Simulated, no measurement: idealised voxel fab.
The document below concerns the process module designated voxel double patterning.
It is cross-section cut that appears here, measuring 170 nm in width, its square cells being 5 nm in size.
A cross-section is a grid of square cells, given in bands from the top down. A band is one or more rows of cells.
The entry gives the band's vertical extent as a top height and a bottom height in nm, then its horizontal make-up as materials from left to right, each with a width in nm. "blank" stands for empty space; a single material marked "edge to edge" fills the band edge to edge.
For the purposes of this specification, 0 denotes the height below which the wafer in its as-received condition is composed wholly of one material, and the lowermost band, lacking a lower limit, extends downward without end, as expressed in "0 -> down".
The two numbers in a width such as "30->40" mark its ends across the band: the first belongs to the top row of cells, the second to the bottom row, and from each row to the next the width moves by the same amount.
Step note "remains unaltered" = no cross-section cell changed.
Under "Catalogued sealed voids" you'll find the enclosed gaps, the ones with no way out to the top, that are 8 cells or bigger; each reads width x height at distance, with distance counted from the left edge, everything in nm.
It should be noted that, on the line of a given step, the content following the step's settings is a remark produced by the simulator itself with respect to that step.
For masked steps, "overlay nm" on the step line gives how far right of plan the mask actually lay; a minus sign means it lay to the left.
## The steps planned for the process are as follows
step 1: RECEIVE (material Si)
step 2: CONFORMAL_DEP (material SiN; thk nm 10)
step 3: DIRECTIONAL_DEP (material SiO2; thk nm 10)
step 4: DIRECTIONAL_DEP (material SiCN; thk nm 10)
step 5: DIRECTIONAL_DEP (material aC; thk nm 15)
step 6: PATTERN (tone open; mask id FIRST; material resist; width nm 15; pitch nm 50; thk nm 35; overlay nm 0)
step 7: DIRECTIONAL_ETCH (etch materials aC; depth nm 15)
step 8: STRIP (etch materials resist)
step 9: DIRECTIONAL_ETCH (etch materials SiCN; depth nm 10)
step 10: STRIP (etch materials aC)
step 11: PATTERN (tone open; mask id SECOND; material resist; width nm 15; thk nm 20; overlay nm 0)
step 12: DIRECTIONAL_ETCH (etch materials SiCN; depth nm 10)
step 13: STRIP (etch materials resist)
step 14: DIRECTIONAL_ETCH (etch materials SiO2; depth nm 10)
step 15: STRIP (etch materials SiCN)
## Incoming wafer in cross-section (state: after step 1)
	0 -> down  Si edge to edge
	Catalogued sealed voids: none
## As-planned run: cross-section of the first of two wafers at end of module
	20 -> 10  SiO2 (50)  blank (15)  SiO2 (10)  blank (15)  SiO2 (10)  blank (15)  SiO2 (55)
	10 -> 0  SiN edge to edge
	0 -> down  Si edge to edge
	Catalogued sealed voids: none
## Cross-sectional view of the second of two wafers upon completion of the module. This wafer shared its starting condition and process plan with the first; one error was made during its execution
	20 -> 10  SiO2 (40)  blank (15)  SiO2 (20)  blank (30)  SiO2 (65)
	10 -> 0  SiN edge to edge
	0 -> down  Si edge to edge
	Catalogued sealed voids: none
What went wrong in running the wafer? step 6 was run on a setting that differed from the plan, and what really ran there is PATTERN (tone open; mask id FIRST; material resist; width nm 15; pitch nm 50; thk nm 35; overlay nm -10)
So at the finish, the second wafer's got exactly as many cells of each material as the first, just not in the same spots.
